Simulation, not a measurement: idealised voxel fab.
process module | voxel wiring stack
cross-section cut | 180 nm wide | cells 5 nm
A cross-section is a grid of square cells, given in bands from the top down. A band is one or more rows of cells.
Each band's line starts with the height of the band's top and of its bottom, in nm. Then come its materials from left to right, each with its width in nm. One material with "throughout" fills the band from edge to edge. "air" is empty space.
Height 0 is the level under which the wafer as received is all one material. The lowest band goes on downwards, as in "0 down".
A width such as "30 to 40" changes by the same amount from each row of cells to the next, from the band's top row to its bottom row.
"no change" after a step means that no cell of the cross-section changed.
closed voids: empty space of 8 cells or more with no open way to the top, each as width x height at its distance from the left edge, in nm
after a step's settings: what the simulator itself notes on the step
overlay nm, on a step with a mask: how far to the right of its planned place the mask lay; to the left if negative
plan
1 op RECEIVE | material Si
2 op CONFORMAL_DEP | material SiO2 | thk nm 10
3 op DIRECTIONAL_DEP | material TiN | thk nm 5
4 op DIRECTIONAL_DEP | material Ru | thk nm 20
5 op PATTERN | tone cover | mask id METAL_1 | material resist | width nm 30 | pitch nm 45 | thk nm 15 | overlay nm 0
6 op DIRECTIONAL_ETCH | etch materials Ru | depth nm 20
7 op DIRECTIONAL_ETCH | etch materials TiN | depth nm 5
8 op STRIP | etch materials resist
9 op FILL_DEP | material lowk | thk nm 5
10 op CMP | height nm 35
11 op CONFORMAL_DEP | material SiCN | thk nm 5
12 op DIRECTIONAL_DEP | material lowk | thk nm 15
13 op MASKED_ETCH | tone open | mask id PLUG_1 | width nm 15 | pitch nm 45 | etch materials lowk | depth nm 15 | overlay nm 0
14 op MASKED_ETCH | tone open | mask id PLUG_1 | width nm 15 | pitch nm 45 | etch materials SiCN | depth nm 5 | overlay nm 0
15 op CONFORMAL_DEP | material TiN | thk nm 5
16 op FILL_DEP | material Cu | thk nm 5
17 op CMP | height nm 55
18 op DIRECTIONAL_DEP | material TiN | thk nm 5
19 op DIRECTIONAL_DEP | material W | thk nm 25
20 op DIRECTIONAL_DEP | material aC | thk nm 15
21 op PATTERN | tone cover | mask id METAL_2 | material resist | width nm 30 | pitch nm 45 | thk nm 35 | overlay nm 0
22 op DIRECTIONAL_ETCH | etch materials aC | depth nm 15
23 op STRIP | etch materials resist
24 op DIRECTIONAL_ETCH | etch materials W | depth nm 25
25 op DIRECTIONAL_ETCH | etch materials TiN | depth nm 5
26 op STRIP | etch materials aC
27 op CONFORMAL_DEP | material SiN | thk nm 5
28 op FILL_DEP | material lowk | thk nm 10
29 op CMP | height nm 85
30 op CONFORMAL_DEP | material SiCN | thk nm 5
31 op DIRECTIONAL_DEP | material lowk | thk nm 10
32 op MASKED_ETCH | tone open | mask id PLUG_2 | width nm 15 | etch materials lowk | depth nm 10 | overlay nm 0
33 op MASKED_ETCH | tone open | mask id PLUG_2 | width nm 15 | etch materials SiCN | depth nm 5 | overlay nm 0
34 op EPI | material Ru | thk nm 10
35 op EPI | material Ru | thk nm 5
36 op DIRECTIONAL_DEP | material TiN | thk nm 5
37 op DIRECTIONAL_DEP | material W | thk nm 25
38 op MASKED_ETCH | tone cover | mask id METAL_3 | width nm 30 | pitch nm 45 | etch materials W | depth nm 25 | overlay nm 0
39 op MASKED_ETCH | tone cover | mask id METAL_3 | width nm 30 | pitch nm 45 | etch materials TiN | depth nm 5 | overlay nm 0
40 op FILL_DEP | material lowk | thk nm 5
41 op CMP | height nm 130
42 op CONFORMAL_DEP | material SiN | thk nm 5
as received, after step 1
  0 down: Si throughout
  closed voids: none
a wafer at the end: this start, this plan, one mistake
  135 to 130: SiN throughout
  130 to 105: lowk 50 | W 30 | lowk 15 | W 30 | lowk 55
  105 to 100: lowk 50 | TiN 30 | lowk 15 | TiN 30 | lowk 55
  100 to 90: lowk 50 | Ru 15 | lowk 115
  90 to 85: SiCN 50 | Ru 15 | SiCN 115
  85 to 60: lowk 50 | SiN 5 | W 20 | SiN 5 | lowk 15 | SiN 5 | W 20 | SiN 5 | lowk 55
  60 to 55: SiN 55 | TiN 20 | SiN 25 | TiN 20 | SiN 60
  55 to 40: lowk 50 | TiN 5 | Cu 5 | TiN 5 | lowk 30 | TiN 5 | Cu 5 | TiN 5 | lowk 70
  40 to 35: SiCN 50 | TiN 15 | SiCN 30 | TiN 15 | SiCN 70
  35 to 15: lowk 50 | Ru 30 | lowk 15 | Ru 30 | lowk 55
  15 to 10: lowk 50 | TiN 30 | lowk 15 | TiN 30 | lowk 55
  10 to 0: SiO2 throughout
  0 down: Si throughout
  closed voids: none
what went wrong: step 21 ran as: op PATTERN | tone cover | mask id METAL_2 | material resist | width nm 20 | pitch nm 45 | thk nm 35 | overlay nm 0
